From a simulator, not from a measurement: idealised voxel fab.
The name of this process module is voxel spacer lines.
Shown is cross-section cut, with a width of 260 nm and square cells of size 5 nm.
Cross-section format: a grid of square cells, given as bands from top to bottom; each band is one or more rows of cells.
Per band: top height and bottom height in nm, followed by the left-to-right materials and their widths in nm; "full width" marks a single material spanning edge to edge, "blank" marks empty space.
Beneath 0, the wafer as received is one material, and that level is where height counting begins. The lowest band goes on downward without a bottom; it is written like "z 0 and below".
A width such as "30->40" changes by the same amount from each row of cells to the next, from the band's top row to its bottom row.
Reading "nothing was modified" for a step: not a cell of the cross-section changed in it.
In "Sealed cavities" the enclosed voids are listed, meaning empty spaces of 8 cells or larger without any opening to the top. The form is width x height at distance, distance from the left edge, units nm.
Past the settings on a step's line: simulator remark, on that step.
A step line may carry the setting "overlay nm", which, for steps involving a mask, states the distance by which the mask lay to the right of its intended position; negative values denote displacement to the left.

Below is the list of planned process steps
1. RECEIVE | material Si
2. CONFORMAL_DEP | material Al2O3 | thk nm 10
3. DIRECTIONAL_DEP | material polySi | thk nm 10
4. DIRECTIONAL_DEP | material aC | thk nm 25
5. PATTERN | tone cover | mask id MANDREL | material resist | width nm 25 | pitch nm 80 | thk nm 35 | overlay nm -15
6. DIRECTIONAL_ETCH | etch materials aC | depth nm 25
7. STRIP | etch materials resist
8. CONFORMAL_DEP | material SiN | thk nm 15
9. DIRECTIONAL_ETCH | etch materials SiN | depth nm 15
10. STRIP | etch materials aC
11. DIRECTIONAL_ETCH | etch materials polySi | depth nm 10
12. STRIP | etch materials SiN
It is noted that the wafers described herein are identical at the outset and are distinguished by the overlay nm of step 5; the value stated in the plan corresponds to the first wafer.

First wafer as received, after step 1
- z 0 and below: Si full width
- Sealed cavities: none

Each wafer at the end: cells of each material gained (+) or lost (-) since it was received, then its closed voids
overlay nm -15, +104 Al2O3, +24 polySi, Sealed cavities: none
overlay nm -10, +104 Al2O3, +24 polySi, Sealed cavities: none
overlay nm -5, +104 Al2O3, +24 polySi, Sealed cavities: none
overlay nm 0, +104 Al2O3, +24 polySi, Sealed cavities: none
overlay nm 5, +104 Al2O3, +24 polySi, Sealed cavities: none
overlay nm 10, +104 Al2O3, +24 polySi, Sealed cavities: none
overlay nm 15, +104 Al2O3, +24 polySi, Sealed cavities: none
